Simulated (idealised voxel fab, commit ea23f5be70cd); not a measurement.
Herein follows the process module entitled voxel released beams.
Square cells of 5 nm make up the cross-section cut, whose width is 210 nm.
For the purposes of this document, a cross-section shall be understood as a grid of square cells, specified as bands listed in top-to-bottom order, each band consisting of one or more rows of cells.
Heads up on the band format: heights come first, top then bottom, in nm. After that it's the materials left to right, each with its width in nm. A single material flagged "everywhere" fills the whole band edge to edge, and "empty" means there's empty space there.
Beneath 0, the wafer as received is one material, and that level is where height counting begins. The lowest band goes on downward without a bottom; it is written like "0 down".
Width "30..40": first value at the band's top row of cells, second value at its bottom row, equal change from row to row.
Given "no alteration" for a step, no cell of the cross-section differs between before and after that step.
Listed in "Sealed void inventory": every empty space of 8 or more cells without an open way to the top. Form: width x height at distance, the distance being from the left edge, all in nm.
On each step's line, the part that comes after the settings is the simulator's own comment on the step.
You can add "overlay nm" to a step's line. For a step with a mask, it describes how far the mask lay to the right of its planned position, and a negative number describes a lay to the left.

List of planned process steps:
1. RECEIVE [material Si]
2. CONFORMAL_DEP [material Al2O3] [thk nm 10]
3. DIRECTIONAL_DEP [material SiO2] [thk nm 10]
4. PATTERN [tone open] [mask id ANCHOR] [material resist] [width nm 35] [thk nm 15] [overlay nm 0]
5. DIRECTIONAL_ETCH [etch materials SiO2] [depth nm 10]
6. STRIP [etch materials resist]
7. CONFORMAL_DEP [material SiN] [thk nm 15]
8. PATTERN [tone cover] [mask id BEAM] [material resist] [width nm 105] [thk nm 15] [overlay nm 0]
9. DIRECTIONAL_ETCH [etch materials SiN] [depth nm 15]
10. STRIP [etch materials resist]
11. STRIP [etch materials SiO2]

Incoming wafer, cross-sectional view, post step 1:
> 0 down: Si everywhere
> Sealed void inventory: none

First wafer of two, sectioned at end of module; run went per plan:
> 35 to 25: empty 50 nm  SiN 20 nm  empty 5 nm  SiN 80 nm  empty 55 nm
> 25 to 20: empty 50 nm  SiN 105 nm  empty 55 nm
> 20 to 10: empty 55 nm  SiN 35 nm  empty 120 nm
> 10 to 0: Al2O3 everywhere
> 0 down: Si everywhere
> Sealed void inventory: none

Presented here is a cross-section of the second of the two wafers as it stood at the end of the module. It was started in the same manner and assigned the same plan as the first wafer; however, one mistake was made in its execution:
> 35 to 25: empty 50 nm  SiN 55 nm  empty 105 nm
> 25 to 20: empty 50 nm  SiN 105 nm  empty 55 nm
> 20 to 10: empty 40 nm  SiN 15 nm  SiO2 35 nm  SiN 65 nm  empty 55 nm
> 10 to 0: Al2O3 everywhere
> 0 down: Si everywhere
> Sealed void inventory: none
Here's what went sideways: step 4 ran with different settings than intended, the actual operation and settings being PATTERN [tone cover] [mask id ANCHOR] [material resist] [width nm 35] [thk nm 15] [overlay nm 0]
Looking at both finished wafers in cells, the second ends up ahead of or behind the first on some materials: SiO2: 14 more
